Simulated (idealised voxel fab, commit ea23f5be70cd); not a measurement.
The process module that follows is named voxel fin reveal.
230 nm wide, 5 nm square cells: that's cross-section cut.
When this document writes out a cross-section, it uses a grid of square cells and lists it as bands, beginning at the top and moving down, with a band standing for one or more rows of cells. This entry defines a band. It first specifies the height of the band's top and the height of its bottom in nm, and then specifies the band's materials from left to right, stating each material with its width in nm. The word "throughout" identifies a single material that fills the band from edge to edge, while the word "air" identifies empty space. Heights are measured from 0, the level below which the as-received wafer is all one material; the lowest band has no bottom and continues downward, written as in "0 down". Top row gets the first number, bottom row gets the second, and each row in between changes by the same step: that is how a band width like "30..40" works. "left unchanged" means the step left every cell of the cross-section as it was. "Internal closed voids" - sealed voids, min. 8 cells, no opening to top; format: width x height at distance (distance from left edge; nm throughout). Past the settings on a step's line: simulator remark, on that step. overlay nm: on a step with a mask, how far right of its planned place the mask lay; negative means left.
-- Steps planned for the process
1,RECEIVE [material Si]
2,CONFORMAL_DEP [material SiN] [thk nm 5]
3,DIRECTIONAL_DEP [material aC] [thk nm 10]
4,PATTERN [tone cover] [mask id FINS] [material resist] [width nm 15] [pitch nm 40] [thk nm 25] [overlay nm 0]
5,DIRECTIONAL_ETCH [etch materials aC] [depth nm 10]
6,STRIP [etch materials resist]
7,DIRECTIONAL_ETCH [etch materials SiN] [depth nm 5]
8,DIRECTIONAL_ETCH [etch materials Si] [depth nm 30]
9,STRIP [etch materials aC]
10,OXIDIZE [depth nm 5]
11,FILL_DEP [material SiO2] [thk nm 10]
12,CMP [height nm 5]
13,SELECTIVE_ETCH [etch materials SiO2] [depth nm 15]
14,STRIP [etch materials SiN]
15,CONFORMAL_DEP [material HfO2] [thk nm 5]
-- First wafer, two in total, run as planned
-- The cross-section here shows the wafer as received, i.e. in its state after step 1
- 0 down: Si throughout
- Internal closed voids: none
-- Cross-section of the wafer after step 2
- 5 to 0: SiN throughout
- Unchanged below 0.
-- Cross-section of the wafer after step 3
- 15 to 5: aC throughout
- Unchanged below 5.
-- Cross-section of the wafer after step 4
- 40 to 15: air 85  resist 15  air 25  resist 15  air 90
- Unchanged below 15.
-- Cross-section of the wafer after step 5
- 30 to 15: air 85  resist 15  air 25  resist 15  air 90
- 15 to 5: air 85  aC 15  air 25  aC 15  air 90
- Unchanged below 5.
-- Cross-section of the wafer after step 6
- 15 to 5: air 85  aC 15  air 25  aC 15  air 90
- Unchanged below 5.
-- Cross-section of the wafer after step 7
- 15 to 5: air 85  aC 15  air 25  aC 15  air 90
- 5 to 0: air 85  SiN 15  air 25  SiN 15  air 90
- Unchanged below 0.
-- Cross-section of the wafer after step 8
- 15 to 5: air 85  aC 15  air 25  aC 15  air 90
- 5 to 0: air 85  SiN 15  air 25  SiN 15  air 90
- 0 to -30: air 85  Si 15  air 25  Si 15  air 90
- Unchanged below -30.
-- Cross-section of the wafer after step 9
- 5 to 0: air 85  SiN 15  air 25  SiN 15  air 90
- Unchanged below 0.
-- Cross-section of the wafer after step 10
- 5 to 0: air 85  SiN 15  air 25  SiN 15  air 90
- 0 to -30: air 85  SiO2 5  Si 5  SiO2 5  air 25  SiO2 5  Si 5  SiO2 5  air 90
- -30 to -35: SiO2 90  Si 5  SiO2 35  Si 5  SiO2 95
- Unchanged below -35.
-- Cross-section of the wafer after step 11
- 15 to 5: SiO2 throughout
- 5 to 0: SiO2 85  SiN 15  SiO2 25  SiN 15  SiO2 90
- 0 to -35: SiO2 90  Si 5  SiO2 35  Si 5  SiO2 95
- Unchanged below -35.
-- Cross-section of the wafer after step 12
- 5 to 0: SiO2 85  SiN 15  SiO2 25  SiN 15  SiO2 90
- Unchanged below 0.
-- Cross-section of the wafer after step 13
- 5 to 0: air 85  SiN 15  air 25  SiN 15  air 90
- 0 to -10: air 90  Si 5  air 35  Si 5  air 95
- Unchanged below -10.
-- Cross-section of the wafer after step 14
- 0 to -10: air 90  Si 5  air 35  Si 5  air 95
- Unchanged below -10.
-- Cross-section of the wafer after step 15
- 5 to 0: air 85  HfO2 15  air 25  HfO2 15  air 90
- 0 to -5: air 85  HfO2 5  Si 5  HfO2 5  air 25  HfO2 5  Si 5  HfO2 5  air 90
- -5 to -10: HfO2 90  Si 5  HfO2 35  Si 5  HfO2 95
- Unchanged below -10.
-- The second wafer: identical to the first at the outset and in its planned sequence, differing only in that one mistake was made during processing; up to and including step 3, its path is the first wafer's path
-- What the second wafer looks like in cross-section when step 4 should have wrapped up
- 40 to 15: air 90  resist 15  air 25  resist 15  air 85
- Unchanged below 15.
-- What the second wafer looks like in cross-section when step 5 should have wrapped up
- 30 to 15: air 90  resist 15  air 25  resist 15  air 85
- 15 to 5: air 90  aC 15  air 25  aC 15  air 85
- Unchanged below 5.
-- What the second wafer looks like in cross-section when step 6 should have wrapped up
- 15 to 5: air 90  aC 15  air 25  aC 15  air 85
- Unchanged below 5.
-- What the second wafer looks like in cross-section when step 7 should have wrapped up
- 15 to 5: air 90  aC 15  air 25  aC 15  air 85
- 5 to 0: air 90  SiN 15  air 25  SiN 15  air 85
- Unchanged below 0.
-- What the second wafer looks like in cross-section when step 8 should have wrapped up
- 15 to 5: air 90  aC 15  air 25  aC 15  air 85
- 5 to 0: air 90  SiN 15  air 25  SiN 15  air 85
- 0 to -30: air 90  Si 15  air 25  Si 15  air 85
- Unchanged below -30.
-- What the second wafer looks like in cross-section when step 9 should have wrapped up
- 5 to 0: air 90  SiN 15  air 25  SiN 15  air 85
- Unchanged below 0.
-- What the second wafer looks like in cross-section when step 10 should have wrapped up
- 5 to 0: air 90  SiN 15  air 25  SiN 15  air 85
- 0 to -30: air 90  SiO2 5  Si 5  SiO2 5  air 25  SiO2 5  Si 5  SiO2 5  air 85
- -30 to -35: SiO2 95  Si 5  SiO2 35  Si 5  SiO2 90
- Unchanged below -35.
-- What the second wafer looks like in cross-section when step 11 should have wrapped up
- 15 to 5: SiO2 throughout
- 5 to 0: SiO2 90  SiN 15  SiO2 25  SiN 15  SiO2 85
- 0 to -35: SiO2 95  Si 5  SiO2 35  Si 5  SiO2 90
- Unchanged below -35.
-- What the second wafer looks like in cross-section when step 12 should have wrapped up
- 5 to 0: SiO2 90  SiN 15  SiO2 25  SiN 15  SiO2 85
- Unchanged below 0.
-- What the second wafer looks like in cross-section when step 13 should have wrapped up
- 5 to 0: air 90  SiN 15  air 25  SiN 15  air 85
- 0 to -10: air 95  Si 5  air 35  Si 5  air 90
- Unchanged below -10.
-- What the second wafer looks like in cross-section when step 14 should have wrapped up
- 0 to -10: air 95  Si 5  air 35  Si 5  air 90
- Unchanged below -10.
-- What the second wafer looks like in cross-section when step 15 should have wrapped up
- 5 to 0: air 90  HfO2 15  air 25  HfO2 15  air 85
- 0 to -5: air 90  HfO2 5  Si 5  HfO2 5  air 25  HfO2 5  Si 5  HfO2 5  air 85
- -5 to -10: HfO2 95  Si 5  HfO2 35  Si 5  HfO2 90
- Unchanged below -10.
In executing the process, a mistake was made relative to the plan: step 4 did not happen as planned, as run it was PATTERN [tone cover] [mask id FINS] [material resist] [width nm 15] [pitch nm 40] [thk nm 25] [overlay nm 5]
Same inventory, different map: at the end, the second wafer holds as many cells of each material as the first, placed elsewhere.
